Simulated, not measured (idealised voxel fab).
Name of the process module below: voxel fin reveal
Shown is cross-section cut, with a width of 220 nm and square cells of size 5 nm.
How to read a cross-section here: the picture is a grid of square cells, written as bands going from the top down, and any band can span one or more rows of cells. For a band, the entry starts with two heights in nm, that of the top and then that of the bottom, and carries on with the band's materials in order from left to right, each alongside its width in nm; the word "everywhere" beside a single material means it fills the band edge to edge, and "air" means empty space. A quick word on heights: they are counted from 0, and under that level the wafer as it came to us is one material throughout. The lowest band is different from the rest in having no bottom; it simply continues downward, written as in "0 and below". The two numbers in a width such as "30 to 40" mark its ends across the band: the first belongs to the top row of cells, the second to the bottom row, and from each row to the next the width moves by the same amount. When a step is marked "all unchanged", none of the cells in the cross-section changed during that step. Closed empty spaces (no open way to the top) of 8 cells or more are what "Cavities, sealed" lists, each as width x height at distance from the left edge, nm for all three. after a step's settings: what the simulator itself notes on the step. overlay nm: right-of-plan distance of the mask on a masked step; negative values mean left-of-plan.

Planned process steps:
1. RECEIVE | material Si
2. CONFORMAL_DEP | material SiN | thk nm 10
3. MASKED_ETCH | tone cover | mask id FINS | width nm 15 | pitch nm 40 | etch materials SiN | depth nm 10 | overlay nm 0
4. MASKED_ETCH | tone cover | mask id FINS | width nm 15 | pitch nm 40 | etch materials Si | depth nm 40 | overlay nm 0
5. OXIDIZE | depth nm 5
6. FILL_DEP | material SiO2 | thk nm 5
7. CMP | height nm 10
8. SELECTIVE_ETCH | etch materials SiO2 | depth nm 40
9. STRIP | etch materials SiN
The wafers in this document start out alike and differ in the width nm applied at step 3; the plan shows the value used for the first wafer.

First wafer of several, as received: cross-section after step 1:
> 0 and below  Si everywhere
> Cavities, sealed: none

Quick key for the table: a row per wafer, taken at the end of the module. For each material it tells you how many cells the wafer gained (+) or lost (-) since it came in, and the closed voids come after:
width nm 15; -360 Si; +120 SiO2; Cavities, sealed: none
width nm 20; -324 Si; +108 SiO2; Cavities, sealed: none
width nm 25; -288 Si; +96 SiO2; Cavities, sealed: none
